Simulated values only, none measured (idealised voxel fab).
process module | voxel self aligned contacts
cross-section cut | 205 nm wide | cells 5 nm
A cross-section is a grid of square cells, given in bands from the top down. A band is one or more rows of cells.
Each band's line starts with the height of the band's top and of its bottom, in nm. Then come its materials from left to right, each with its width in nm. One material with "throughout" fills the band from edge to edge. "air" is empty space.
Height 0 is the level under which the wafer as received is all one material. The lowest band goes on downwards, as in "0 down".
A width such as "30 to 40" changes by the same amount from each row of cells to the next, from the band's top row to its bottom row.
"no change" after a step means that no cell of the cross-section changed.
closed voids: empty space of 8 cells or more with no open way to the top, each as width x height at its distance from the left edge, in nm
after a step's settings: what the simulator itself notes on the step
overlay nm, on a step with a mask: how far to the right of its planned place the mask lay; to the left if negative
plan
1 op RECEIVE | material Si
2 op CONFORMAL_DEP | material SiO2 | thk nm 5
3 op DIRECTIONAL_DEP | material polySi | thk nm 25
4 op DIRECTIONAL_DEP | material SiN | thk nm 20
5 op MASKED_ETCH | tone cover | mask id GATE | width nm 25 | pitch nm 60 | etch materials SiN | depth nm 20 | overlay nm 0
6 op MASKED_ETCH | tone cover | mask id GATE | width nm 25 | pitch nm 60 | etch materials polySi | depth nm 25 | overlay nm 0
7 op CONFORMAL_DEP | material SiN | thk nm 10
8 op DIRECTIONAL_ETCH | etch materials SiN | depth nm 10
9 op FILL_DEP | material SiO2 | thk nm 10
10 op CMP | height nm 55
11 op DIRECTIONAL_DEP | material aC | thk nm 10
12 op PATTERN | tone open | mask id CONTACT | material resist | width nm 45 | pitch nm 60 | thk nm 30 | overlay nm 0
13 op DIRECTIONAL_ETCH | etch materials aC | depth nm 10
14 op STRIP | etch materials resist
15 op DIRECTIONAL_ETCH | etch materials SiO2 | depth nm 55
16 op STRIP | etch materials aC
17 op CONFORMAL_DEP | material TiN | thk nm 5
18 op FILL_DEP | material Ru | thk nm 5
19 op CMP | height nm 55
20 op CONFORMAL_DEP | material SiN | thk nm 5
first wafer, as planned
as received, after step 1
  0 down: Si throughout
  closed voids: none
after step 2
  5 to 0: SiO2 throughout
  below 0: unchanged
after step 3
  30 to 5: polySi throughout
  below 5: unchanged
after step 4
  50 to 30: SiN throughout
  below 30: unchanged
after step 5
  50 to 30: air 30 | SiN 25 | air 35 | SiN 25 | air 35 | SiN 25 | air 30
  below 30: unchanged
after step 6
  50 to 30: air 30 | SiN 25 | air 35 | SiN 25 | air 35 | SiN 25 | air 30
  30 to 5: air 30 | polySi 25 | air 35 | polySi 25 | air 35 | polySi 25 | air 30
  below 5: unchanged
after step 7
  60 to 30: air 20 | SiN 45 | air 15 | SiN 45 | air 15 | SiN 45 | air 20
  30 to 15: air 20 | SiN 10 | polySi 25 | SiN 10 | air 15 | SiN 10 | polySi 25 | SiN 10 | air 15 | SiN 10 | polySi 25 | SiN 10 | air 20
  15 to 5: SiN 30 | polySi 25 | SiN 35 | polySi 25 | SiN 35 | polySi 25 | SiN 30
  below 5: unchanged
after step 8
  50 to 30: air 20 | SiN 45 | air 15 | SiN 45 | air 15 | SiN 45 | air 20
  30 to 5: air 20 | SiN 10 | polySi 25 | SiN 10 | air 15 | SiN 10 | polySi 25 | SiN 10 | air 15 | SiN 10 | polySi 25 | SiN 10 | air 20
  below 5: unchanged
after step 9
  60 to 50: SiO2 throughout
  50 to 30: SiO2 20 | SiN 45 | SiO2 15 | SiN 45 | SiO2 15 | SiN 45 | SiO2 20
  30 to 5: SiO2 20 | SiN 10 | polySi 25 | SiN 10 | SiO2 15 | SiN 10 | polySi 25 | SiN 10 | SiO2 15 | SiN 10 | polySi 25 | SiN 10 | SiO2 20
  below 5: unchanged
after step 10
  55 to 50: SiO2 throughout
  below 50: unchanged
after step 11
  65 to 55: aC throughout
  below 55: unchanged
after step 12
  95 to 65: resist 50 | air 45 | resist 15 | air 45 | resist 50
  below 65: unchanged
after step 13
  85 to 65: resist 50 | air 45 | resist 15 | air 45 | resist 50
  65 to 55: aC 50 | air 45 | aC 15 | air 45 | aC 50
  below 55: unchanged
after step 14
  65 to 55: aC 50 | air 45 | aC 15 | air 45 | aC 50
  below 55: unchanged
after step 15
  65 to 55: aC 50 | air 45 | aC 15 | air 45 | aC 50
  55 to 50: SiO2 50 | air 45 | SiO2 15 | air 45 | SiO2 50
  50 to 30: SiO2 20 | SiN 45 | air 15 | SiN 45 | air 15 | SiN 45 | SiO2 20
  30 to 5: SiO2 20 | SiN 10 | polySi 25 | SiN 10 | air 15 | SiN 10 | polySi 25 | SiN 10 | air 15 | SiN 10 | polySi 25 | SiN 10 | SiO2 20
  5 to 0: SiO2 65 | air 15 | SiO2 45 | air 15 | SiO2 65
  below 0: unchanged
after step 16
  55 to 50: SiO2 50 | air 45 | SiO2 15 | air 45 | SiO2 50
  below 50: unchanged
after step 17
  60 to 55: TiN 55 | air 35 | TiN 25 | air 35 | TiN 55
  55 to 50: SiO2 50 | TiN 20 | air 5 | TiN 20 | SiO2 15 | TiN 20 | air 5 | TiN 20 | SiO2 50
  50 to 30: SiO2 20 | SiN 45 | TiN 5 | air 5 | TiN 5 | SiN 45 | TiN 5 | air 5 | TiN 5 | SiN 45 | SiO2 20
  30 to 5: SiO2 20 | SiN 10 | polySi 25 | SiN 10 | TiN 5 | air 5 | TiN 5 | SiN 10 | polySi 25 | SiN 10 | TiN 5 | air 5 | TiN 5 | SiN 10 | polySi 25 | SiN 10 | SiO2 20
  5 to 0: SiO2 65 | TiN 15 | SiO2 45 | TiN 15 | SiO2 65
  below 0: unchanged
after step 18
  65 to 60: Ru throughout
  60 to 55: TiN 55 | Ru 35 | TiN 25 | Ru 35 | TiN 55
  55 to 50: SiO2 50 | TiN 20 | Ru 5 | TiN 20 | SiO2 15 | TiN 20 | Ru 5 | TiN 20 | SiO2 50
  50 to 30: SiO2 20 | SiN 45 | TiN 5 | Ru 5 | TiN 5 | SiN 45 | TiN 5 | Ru 5 | TiN 5 | SiN 45 | SiO2 20
  30 to 5: SiO2 20 | SiN 10 | polySi 25 | SiN 10 | TiN 5 | Ru 5 | TiN 5 | SiN 10 | polySi 25 | SiN 10 | TiN 5 | Ru 5 | TiN 5 | SiN 10 | polySi 25 | SiN 10 | SiO2 20
  below 5: unchanged
after step 19
  55 to 50: SiO2 50 | TiN 20 | Ru 5 | TiN 20 | SiO2 15 | TiN 20 | Ru 5 | TiN 20 | SiO2 50
  below 50: unchanged
after step 20
  60 to 55: SiN throughout
  below 55: unchanged
second wafer: like start, like plan, one mistake. Through step 4 it matches the first wafer
when step 5 should have ended
  50 to 30: air 35 | SiN 15 | air 45 | SiN 15 | air 45 | SiN 15 | air 35
  below 30: unchanged
when step 6 should have ended
  50 to 30: air 35 | SiN 15 | air 45 | SiN 15 | air 45 | SiN 15 | air 35
  30 to 5: air 30 | polySi 25 | air 35 | polySi 25 | air 35 | polySi 25 | air 30
  below 5: unchanged
when step 7 should have ended
  60 to 40: air 25 | SiN 35 | air 25 | SiN 35 | air 25 | SiN 35 | air 25
  40 to 30: air 20 | SiN 45 | air 15 | SiN 45 | air 15 | SiN 45 | air 20
  30 to 15: air 20 | SiN 10 | polySi 25 | SiN 10 | air 15 | SiN 10 | polySi 25 | SiN 10 | air 15 | SiN 10 | polySi 25 | SiN 10 | air 20
  15 to 5: SiN 30 | polySi 25 | SiN 35 | polySi 25 | SiN 35 | polySi 25 | SiN 30
  below 5: unchanged
when step 8 should have ended
  50 to 30: air 25 | SiN 35 | air 25 | SiN 35 | air 25 | SiN 35 | air 25
  30 to 5: air 20 | SiN 10 | polySi 25 | SiN 10 | air 15 | SiN 10 | polySi 25 | SiN 10 | air 15 | SiN 10 | polySi 25 | SiN 10 | air 20
  below 5: unchanged
when step 9 should have ended
  60 to 50: SiO2 throughout
  50 to 30: SiO2 25 | SiN 35 | SiO2 25 | SiN 35 | SiO2 25 | SiN 35 | SiO2 25
  30 to 5: SiO2 20 | SiN 10 | polySi 25 | SiN 10 | SiO2 15 | SiN 10 | polySi 25 | SiN 10 | SiO2 15 | SiN 10 | polySi 25 | SiN 10 | SiO2 20
  below 5: unchanged
when step 10 should have ended
  55 to 50: SiO2 throughout
  below 50: unchanged
when step 11 should have ended
  65 to 55: aC throughout
  below 55: unchanged
when step 12 should have ended
  95 to 65: resist 50 | air 45 | resist 15 | air 45 | resist 50
  below 65: unchanged
when step 13 should have ended
  85 to 65: resist 50 | air 45 | resist 15 | air 45 | resist 50
  65 to 55: aC 50 | air 45 | aC 15 | air 45 | aC 50
  below 55: unchanged
when step 14 should have ended
  65 to 55: aC 50 | air 45 | aC 15 | air 45 | aC 50
  below 55: unchanged
when step 15 should have ended
  65 to 55: aC 50 | air 45 | aC 15 | air 45 | aC 50
  55 to 50: SiO2 50 | air 45 | SiO2 15 | air 45 | SiO2 50
  50 to 30: SiO2 25 | SiN 35 | air 25 | SiN 35 | air 25 | SiN 35 | SiO2 25
  30 to 5: SiO2 20 | SiN 10 | polySi 25 | SiN 10 | air 15 | SiN 10 | polySi 25 | SiN 10 | air 15 | SiN 10 | polySi 25 | SiN 10 | SiO2 20
  5 to 0: SiO2 65 | air 15 | SiO2 45 | air 15 | SiO2 65
  below 0: unchanged
when step 16 should have ended
  55 to 50: SiO2 50 | air 45 | SiO2 15 | air 45 | SiO2 50
  below 50: unchanged
when step 17 should have ended
  60 to 55: TiN 55 | air 35 | TiN 25 | air 35 | TiN 55
  55 to 50: SiO2 50 | TiN 15 | air 15 | TiN 15 | SiO2 15 | TiN 15 | air 15 | TiN 15 | SiO2 50
  50 to 35: SiO2 25 | SiN 35 | TiN 5 | air 15 | TiN 5 | SiN 35 | TiN 5 | air 15 | TiN 5 | SiN 35 | SiO2 25
  35 to 30: SiO2 25 | SiN 35 | TiN 10 | air 5 | TiN 10 | SiN 35 | TiN 10 | air 5 | TiN 10 | SiN 35 | SiO2 25
  30 to 5: SiO2 20 | SiN 10 | polySi 25 | SiN 10 | TiN 5 | air 5 | TiN 5 | SiN 10 | polySi 25 | SiN 10 | TiN 5 | air 5 | TiN 5 | SiN 10 | polySi 25 | SiN 10 | SiO2 20
  5 to 0: SiO2 65 | TiN 15 | SiO2 45 | TiN 15 | SiO2 65
  below 0: unchanged
when step 18 should have ended
  65 to 60: Ru throughout
  60 to 55: TiN 55 | Ru 35 | TiN 25 | Ru 35 | TiN 55
  55 to 50: SiO2 50 | TiN 15 | Ru 15 | TiN 15 | SiO2 15 | TiN 15 | Ru 15 | TiN 15 | SiO2 50
  50 to 35: SiO2 25 | SiN 35 | TiN 5 | Ru 15 | TiN 5 | SiN 35 | TiN 5 | Ru 15 | TiN 5 | SiN 35 | SiO2 25
  35 to 30: SiO2 25 | SiN 35 | TiN 10 | Ru 5 | TiN 10 | SiN 35 | TiN 10 | Ru 5 | TiN 10 | SiN 35 | SiO2 25
  30 to 5: SiO2 20 | SiN 10 | polySi 25 | SiN 10 | TiN 5 | Ru 5 | TiN 5 | SiN 10 | polySi 25 | SiN 10 | TiN 5 | Ru 5 | TiN 5 | SiN 10 | polySi 25 | SiN 10 | SiO2 20
  below 5: unchanged
when step 19 should have ended
  55 to 50: SiO2 50 | TiN 15 | Ru 15 | TiN 15 | SiO2 15 | TiN 15 | Ru 15 | TiN 15 | SiO2 50
  below 50: unchanged
when step 20 should have ended
  60 to 55: SiN throughout
  below 55: unchanged
what went wrong: step 5 ran as: op MASKED_ETCH | tone cover | mask id GATE | width nm 15 | pitch nm 60 | etch materials SiN | depth nm 20 | overlay nm 0
at the end the second wafer has, in cells: 16 more of Ru | 24 fewer of SiN | 8 more of SiO2
